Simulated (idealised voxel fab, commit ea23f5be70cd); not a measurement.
process module | voxel capacitor over wiring
cross-section cut | 195 nm wide | cells 5 nm
A cross-section is a grid of square cells, given in bands from the top down. A band is one or more rows of cells.
Each band's line starts with the height of the band's top and of its bottom, in nm. Then come its materials from left to right, each with its width in nm. One material with "throughout" fills the band from edge to edge. "air" is empty space.
Height 0 is the level under which the wafer as received is all one material. The lowest band goes on downwards, as in "0 down".
A width such as "30 to 40" changes by the same amount from each row of cells to the next, from the band's top row to its bottom row.
"no change" after a step means that no cell of the cross-section changed.
closed voids: empty space of 8 cells or more with no open way to the top, each as width x height at its distance from the left edge, in nm
after a step's settings: what the simulator itself notes on the step
overlay nm, on a step with a mask: how far to the right of its planned place the mask lay; to the left if negative
plan
1 op RECEIVE | material Si
2 op CONFORMAL_DEP | material SiO2 | thk nm 10
3 op DIRECTIONAL_DEP | material TiN | thk nm 5
4 op DIRECTIONAL_DEP | material W | thk nm 25
5 op DIRECTIONAL_DEP | material aC | thk nm 15
6 op PATTERN | tone cover | mask id METAL_1 | material resist | width nm 30 | pitch nm 85 | thk nm 30 | overlay nm 0
7 op DIRECTIONAL_ETCH | etch materials aC | depth nm 15
8 op STRIP | etch materials resist
9 op DIRECTIONAL_ETCH | etch materials W | depth nm 25
10 op DIRECTIONAL_ETCH | etch materials TiN | depth nm 5
11 op STRIP | etch materials aC
12 op FILL_DEP | material lowk | thk nm 10
13 op CMP | height nm 40
14 op CONFORMAL_DEP | material SiCN | thk nm 5
15 op DIRECTIONAL_DEP | material lowk | thk nm 15
16 op MASKED_ETCH | tone open | mask id PLUG_1 | width nm 15 | etch materials lowk | depth nm 15 | overlay nm 0
17 op MASKED_ETCH | tone open | mask id PLUG_1 | width nm 15 | etch materials SiCN | depth nm 5 | overlay nm 0
18 op EPI | material Ru | thk nm 10
19 op EPI | material Ru | thk nm 10
20 op DIRECTIONAL_DEP | material TiN | thk nm 10
21 op DIRECTIONAL_DEP | material Al2O3 | thk nm 5
22 op DIRECTIONAL_DEP | material TiN | thk nm 10
23 op MASKED_ETCH | tone cover | mask id UPPER_PLATE | width nm 60 | etch materials TiN | depth nm 10 | overlay nm 0
24 op MASKED_ETCH | tone cover | mask id UPPER_PLATE | width nm 60 | etch materials Al2O3 | depth nm 5 | overlay nm 0
25 op DIRECTIONAL_DEP | material aC | thk nm 15
26 op PATTERN | tone cover | mask id LOWER_PLATE | material resist | width nm 70 | thk nm 30 | overlay nm 0
27 op DIRECTIONAL_ETCH | etch materials aC | depth nm 15
28 op STRIP | etch materials resist
29 op DIRECTIONAL_ETCH | etch materials TiN | depth nm 10
30 op STRIP | etch materials aC
31 op FILL_DEP | material SiO2 | thk nm 20
32 op CMP | height nm 100
33 op PATTERN | tone open | mask id PLUG_2 | material resist | width nm 15 | thk nm 15 | overlay nm 0
34 op DIRECTIONAL_ETCH | etch materials SiO2 | depth nm 15
35 op STRIP | etch materials resist
36 op CONFORMAL_DEP | material TiN | thk nm 5
37 op FILL_DEP | material W | thk nm 5
38 op CMP | height nm 100
39 op CONFORMAL_DEP | material SiCN | thk nm 5
as received, after step 1
  0 down: Si throughout
  closed voids: none
first wafer at the end, as planned
  105 to 100: SiCN throughout
  100 to 90: SiO2 65 | TiN 5 | W 5 | TiN 5 | SiO2 115
  90 to 85: SiO2 65 | TiN 15 | SiO2 115
  85 to 75: SiO2 55 | TiN 60 | SiO2 80
  75 to 70: SiO2 55 | Al2O3 60 | SiO2 80
  70 to 60: SiO2 50 | TiN 70 | SiO2 75
  60 to 45: lowk 55 | Ru 15 | lowk 125
  45 to 40: SiCN 55 | Ru 15 | SiCN 125
  40 to 15: lowk 40 | W 30 | lowk 55 | W 30 | lowk 40
  15 to 10: lowk 40 | TiN 30 | lowk 55 | TiN 30 | lowk 40
  10 to 0: SiO2 throughout
  0 down: Si throughout
  closed voids: none
second wafer at the end: like start, like plan, one mistake
  105 to 100: SiCN throughout
  100 to 95: SiO2 65 | TiN 15 | SiO2 115
  95 to 85: SiO2 65 | TiN 50 | SiO2 80
  85 to 80: SiO2 70 | Al2O3 45 | SiO2 80
  80 to 70: SiO2 50 | TiN 70 | SiO2 75
  70 to 65: lowk 55 | Al2O3 15 | lowk 125
  65 to 55: lowk 55 | TiN 15 | lowk 125
  55 to 45: lowk throughout
  45 to 40: SiCN throughout
  40 to 15: lowk 40 | W 30 | lowk 55 | W 30 | lowk 40
  15 to 10: lowk 40 | TiN 30 | lowk 55 | TiN 30 | lowk 40
  10 to 0: SiO2 throughout
  0 down: Si throughout
  closed voids: none
what went wrong: step 15 ran as: op DIRECTIONAL_DEP | material lowk | thk nm 25
at the end the second wafer has, in cells: 12 fewer of Ru | 3 more of SiCN | 65 fewer of SiO2 | 2 fewer of TiN | 2 fewer of W | 78 more of lowk
